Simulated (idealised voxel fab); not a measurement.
Process module in this document: voxel trench capacitor
Section shown: cut. Width: 275 nm. Cell size: 5 nm, square.
For the purposes of this document, a cross-section shall be understood as a grid of square cells, specified as bands listed in top-to-bottom order, each band consisting of one or more rows of cells. The entry gives the band's vertical extent as a top height and a bottom height in nm, then its horizontal make-up as materials from left to right, each with a width in nm. "blank" stands for empty space; a single material marked "throughout" fills the band edge to edge. Heights from 0 (as-received wafer is one material below). Bottom band endless downward, as "0..down". With a width like "30 to 40", each row of cells in the band differs from the next by the same amount, the top row carrying the first number and the bottom row the second. Given "remains unaltered" for a step, no cell of the cross-section differs between before and after that step. Closed empty spaces (no open way to the top) of 8 cells or more are what "Closed void table" lists, each as width x height at distance from the left edge, nm for all three. Step line, after settings: the simulator's comment on this step. overlay nm: for a step with a mask, the amount by which the mask lay right of where it was planned; a negative amount means left of it.
Planned process steps:
1,RECEIVE with material Si
2,CONFORMAL_DEP with material SiN, thk nm 10
3,DIRECTIONAL_DEP with material aC, thk nm 10
4,PATTERN with tone open, mask id TRENCH, material resist, width nm 25, pitch nm 45, thk nm 30, overlay nm 0
5,DIRECTIONAL_ETCH with etch materials aC, depth nm 10
6,STRIP with etch materials resist
7,DIRECTIONAL_ETCH with etch materials SiN, depth nm 10
8,DIRECTIONAL_ETCH with etch materials Si, depth nm 25
9,STRIP with etch materials aC
10,CONFORMAL_DEP with material HfO2, thk nm 5
11,CONFORMAL_DEP with material TiN, thk nm 5
12,FILL_DEP with material W, thk nm 10
13,CMP with height nm 10
As-received wafer cross-section (after step 1):
    0..down | Si throughout
    Closed void table: none
Cross-section, end of module. Start: as above. Plan: as above. Execution: one mistake:
    10..0 | SiN: 45 / HfO2: 5 / TiN: 5 / W: 5 / TiN: 5 / HfO2: 5 / SiN: 20 / HfO2: 5 / TiN: 5 / W: 5 / TiN: 5 / HfO2: 5 / SiN: 20 / HfO2: 5 / TiN: 5 / W: 5 / TiN: 5 / HfO2: 5 / SiN: 20 / HfO2: 5 / TiN: 5 / W: 5 / TiN: 5 / HfO2: 5 / SiN: 70
    0..-15 | Si: 45 / HfO2: 5 / TiN: 5 / W: 5 / TiN: 5 / HfO2: 5 / Si: 20 / HfO2: 5 / TiN: 5 / W: 5 / TiN: 5 / HfO2: 5 / Si: 20 / HfO2: 5 / TiN: 5 / W: 5 / TiN: 5 / HfO2: 5 / Si: 20 / HfO2: 5 / TiN: 5 / W: 5 / TiN: 5 / HfO2: 5 / Si: 70
    -15..-20 | Si: 45 / HfO2: 5 / TiN: 15 / HfO2: 5 / Si: 20 / HfO2: 5 / TiN: 15 / HfO2: 5 / Si: 20 / HfO2: 5 / TiN: 15 / HfO2: 5 / Si: 20 / HfO2: 5 / TiN: 15 / HfO2: 5 / Si: 70
    -20..-25 | Si: 45 / HfO2: 25 / Si: 20 / HfO2: 25 / Si: 20 / HfO2: 25 / Si: 20 / HfO2: 25 / Si: 70
    -25..down | Si throughout
    Closed void table: none
Error vs. plan: step 4 changed vs plan, executed as PATTERN with tone open, mask id TRENCH, material resist, width nm 25, pitch nm 45, thk nm 30, overlay nm -10
